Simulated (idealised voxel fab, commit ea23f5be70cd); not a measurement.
The process module that follows is named voxel self aligned vias.
Section shown: cut. Width: 160 nm. Cell size: 5 nm, square.
The cross-sections in this document take the form of a grid made of square cells. They are written out as bands, in order from top to bottom. Each band consists of one or more rows of cells. A band entry consists of two parts. The first gives the height of the band's top and the height of its bottom, in nm. The rest lists the band's materials from left to right, each with its width in nm. A single material labelled with the word "all across" fills the band from edge to edge, and the word "empty" marks empty space. Measure heights from 0. That's the level where, below it, the as-received wafer is all one material. The lowest band is bottomless and extends downward; write it as in "0 -> down". The width entry "30 to 40" should be interpreted row by row: the top row of cells in the band takes the first number, the bottom row takes the second number, and the change between adjacent rows is uniform throughout. Take "no change occurred" at face value: in the step it is given for, the cross-section changed in none of its cells. The entry "Fully sealed voids" lists the empty spaces that cover at least 8 cells and have no open path to the top. Each is written as width x height at distance, where the distance is measured from the left edge and all three values are in nm. Step line, after settings: the simulator's comment on this step. What "overlay nm" on a step's line means: if the step has a mask, that mask lay this far to the right of its planned place, or, when the value is negative, to the left.

### Planned process steps
- 1: RECEIVE, material Si
- 2: CONFORMAL_DEP, material SiO2, thk nm 10
- 3: CONFORMAL_DEP, material SiCN, thk nm 5
- 4: DIRECTIONAL_DEP, material SiO2, thk nm 25
- 5: PATTERN, tone open, mask id LINES, material resist, width nm 30, pitch nm 70, thk nm 20, overlay nm -15
- 6: DIRECTIONAL_ETCH, etch materials SiO2, depth nm 25
- 7: STRIP, etch materials resist
- 8: CONFORMAL_DEP, material TiN, thk nm 5
- 9: FILL_DEP, material W, thk nm 10
- 10: CMP, height nm 40
- 11: SELECTIVE_ETCH, etch materials W Ru TiN, depth nm 10
- 12: FILL_DEP, material SiN, thk nm 5
- 13: CMP, height nm 40
- 14: DIRECTIONAL_DEP, material SiO2, thk nm 15
- 15: DIRECTIONAL_DEP, material aC, thk nm 10
- 16: PATTERN, tone open, mask id VIAS, material resist, width nm 40, thk nm 30, overlay nm 0
- 17: DIRECTIONAL_ETCH, etch materials aC, depth nm 10
- 18: STRIP, etch materials resist
- 19: DIRECTIONAL_ETCH, etch materials SiO2, depth nm 15
- 20: DIRECTIONAL_ETCH, etch materials SiN, depth nm 10
- 21: STRIP, etch materials aC
- 22: CONFORMAL_DEP, material TiN, thk nm 5
- 23: FILL_DEP, material Cu, thk nm 10
- 24: CMP, height nm 55
- 25: CONFORMAL_DEP, material SiCN, thk nm 5
For clarity, it should be stated that the wafers under discussion commence in an identical condition and differ with respect to the overlay nm of step 5, the plan indicating the value that the first wafer had.

### Cross-section: the first of several wafers in its as-received state, i.e. following step 1
* 0 -> down: Si all across
* Fully sealed voids: none

### Below is a per-wafer table. In it, each row describes the wafer at the end of the module by giving, for each material, the number of cells gained (+) or lost (-) since the wafer was received, and after that the closed voids of the wafer
overlay nm -15, +16 Cu, +64 SiCN, +16 SiN, +236 SiO2, +36 TiN, +16 W, Fully sealed voids: none
overlay nm -10, +18 Cu, +64 SiCN, +14 SiN, +236 SiO2, +36 TiN, +16 W, Fully sealed voids: none
overlay nm -5, +20 Cu, +64 SiCN, +12 SiN, +236 SiO2, +36 TiN, +16 W, Fully sealed voids: none
overlay nm 0, +20 Cu, +64 SiCN, +12 SiN, +236 SiO2, +36 TiN, +16 W, Fully sealed voids: none
overlay nm 5, +20 Cu, +64 SiCN, +12 SiN, +236 SiO2, +36 TiN, +16 W, Fully sealed voids: none
overlay nm 10, +18 Cu, +64 SiCN, +14 SiN, +236 SiO2, +36 TiN, +16 W, Fully sealed voids: none
overlay nm 15, +16 Cu, +64 SiCN, +16 SiN, +236 SiO2, +36 TiN, +16 W, Fully sealed voids: none
